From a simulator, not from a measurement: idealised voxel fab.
Process module, titled voxel capacitor over wiring
Xsec cut, 300 nm wide, square cell size 5 nm.
Think of the cross-section as a grid of square cells. We describe it in bands, top to bottom, and each band covers one or more rows of those cells. Look at the band entry: it leads with the top's height and the bottom's height in nm. Then it lists the materials left to right, with a width in nm for each. The word "all across" on a single material says that material fills the band edge to edge. The word "blank" is empty space. Where do heights start? At 0: under that level the wafer as delivered is made of one material only. And the lowest band has no floor; it just carries on downward, as in "0 nm and below". With a width like "30..40", each row of cells in the band differs from the next by the same amount, the top row carrying the first number and the bottom row the second. "nothing altered" for a step: no cell of the cross-section changed in that step. The list in "Fully sealed voids" covers empty spaces of 8 cells or more that cannot reach the top through any open way, and it gives each as width x height at distance; the distance is from the left edge, and width, height and distance are in nm. It should be noted that, on the line of a given step, the content following the step's settings is a remark produced by the simulator itself with respect to that step. "overlay nm" on a masked step: distance the mask lay right of its planned place, negative for left.
plan:
1: RECEIVE: material Si
2: CONFORMAL_DEP: material SiO2, thk nm 15
3: CONFORMAL_DEP: material SiN, thk nm 5
4: DIRECTIONAL_DEP: material lowk, thk nm 20
5: DIRECTIONAL_DEP: material aC, thk nm 15
6: PATTERN: tone open, mask id METAL_1, material resist, width nm 20, pitch nm 85, thk nm 30, overlay nm 0
7: DIRECTIONAL_ETCH: etch materials aC, depth nm 15
8: STRIP: etch materials resist
9: DIRECTIONAL_ETCH: etch materials lowk, depth nm 20
10: DIRECTIONAL_ETCH: etch materials SiN, depth nm 5
11: STRIP: etch materials aC
12: CONFORMAL_DEP: material TiN, thk nm 5
13: FILL_DEP: material Cu, thk nm 10
14: CMP: height nm 40
15: CONFORMAL_DEP: material SiCN, thk nm 5
16: DIRECTIONAL_DEP: material lowk, thk nm 20
17: PATTERN: tone open, mask id PLUG_1, material resist, width nm 15, thk nm 20, overlay nm 0
18: DIRECTIONAL_ETCH: etch materials lowk, depth nm 20
19: DIRECTIONAL_ETCH: etch materials SiCN, depth nm 5
20: STRIP: etch materials resist
21: EPI: material Ru, thk nm 10
22: EPI: material Ru, thk nm 10
23: EPI: material Ru, thk nm 5
24: DIRECTIONAL_DEP: material TiN, thk nm 5
25: DIRECTIONAL_DEP: material SiN, thk nm 5
26: DIRECTIONAL_DEP: material TiN, thk nm 5
27: PATTERN: tone cover, mask id UPPER_PLATE, material resist, width nm 70, thk nm 15, overlay nm 0
28: DIRECTIONAL_ETCH: etch materials TiN, depth nm 10
29: DIRECTIONAL_ETCH: etch materials SiN, depth nm 5
30: STRIP: etch materials resist
31: MASKED_ETCH: tone cover, mask id LOWER_PLATE, width nm 80, etch materials TiN, depth nm 5, overlay nm 0
32: FILL_DEP: material SiO2, thk nm 20
33: CMP: height nm 100
34: MASKED_ETCH: tone open, mask id PLUG_2, width nm 15, etch materials SiO2, depth nm 15, overlay nm 0
35: CONFORMAL_DEP: material TiN, thk nm 5
36: FILL_DEP: material Cu, thk nm 10
37: CMP: height nm 100
38: CONFORMAL_DEP: material SiCN, thk nm 5
All wafers enter the flow in the same state. The thk nm at step 26 differs from wafer to wafer, and the plan gives the value for the first wafer.
First of several wafers, received after step 1, in cross-section:
    0 nm and below  Si all across
    Fully sealed voids: none
End-of-module cross-section, first of several wafers, after last step 38:
    105 nm to 100 nm  SiCN all across
    100 nm to 90 nm  110 of SiO2, 5 of TiN, 5 of Cu, 5 of TiN, 175 of SiO2
    90 nm to 85 nm  110 of SiO2, 15 of TiN, 175 of SiO2
    85 nm to 80 nm  SiO2 all across
    80 nm to 75 nm  100 of SiO2, 70 of TiN, 130 of SiO2
    75 nm to 70 nm  100 of SiO2, 70 of SiN, 130 of SiO2
    70 nm to 65 nm  95 of SiO2, 80 of TiN, 125 of SiO2
    65 nm to 45 nm  100 of lowk, 15 of Ru, 185 of lowk
    45 nm to 40 nm  100 of SiCN, 15 of Ru, 185 of SiCN
    40 nm to 20 nm  95 of lowk, 5 of TiN, 10 of Cu, 5 of TiN, 65 of lowk, 5 of TiN, 10 of Cu, 5 of TiN, 100 of lowk
    20 nm to 15 nm  95 of SiN, 20 of TiN, 65 of SiN, 20 of TiN, 100 of SiN
    15 nm to 0 nm  SiO2 all across
    0 nm and below  Si all across
    Fully sealed voids: none
last wafer at the end:
    105 nm to 100 nm  SiCN all across
    100 nm to 90 nm  100 of SiO2, 70 of TiN, 130 of SiO2
    90 nm to 85 nm  95 of SiO2, 80 of TiN, 125 of SiO2
    85 nm to 75 nm  TiN all across
    75 nm to 70 nm  SiN all across
    70 nm to 65 nm  TiN all across
    65 nm to 45 nm  100 of lowk, 15 of Ru, 185 of lowk
    45 nm to 40 nm  100 of SiCN, 15 of Ru, 185 of SiCN
    40 nm to 20 nm  95 of lowk, 5 of TiN, 10 of Cu, 5 of TiN, 65 of lowk, 5 of TiN, 10 of Cu, 5 of TiN, 100 of lowk
    20 nm to 15 nm  95 of SiN, 20 of TiN, 65 of SiN, 20 of TiN, 100 of SiN
    15 nm to 0 nm  SiO2 all across
    0 nm and below  Si all across
    Fully sealed voids: none
Below is a per-wafer table. In it, each row describes the wafer at the end of the module by giving, for each material, the number of cells gained (+) or lost (-) since the wafer was received, and after that the closed voids of the wafer:
thk nm 5, +18 Cu, +15 Ru, +117 SiCN, +66 SiN, +547 SiO2, +61 TiN, +436 lowk, Fully sealed voids: none
thk nm 10, +18 Cu, +15 Ru, +117 SiCN, +66 SiN, +533 SiO2, +75 TiN, +436 lowk, Fully sealed voids: none
thk nm 15, +17 Cu, +15 Ru, +117 SiCN, +112 SiN, +430 SiO2, +133 TiN, +436 lowk, Fully sealed voids: none
thk nm 20, +16 Cu, +15 Ru, +117 SiCN, +112 SiN, +373 SiO2, +191 TiN, +436 lowk, Fully sealed voids: none
thk nm 25, +16 Cu, +15 Ru, +117 SiCN, +112 SiN, +316 SiO2, +248 TiN, +436 lowk, Fully sealed voids: none
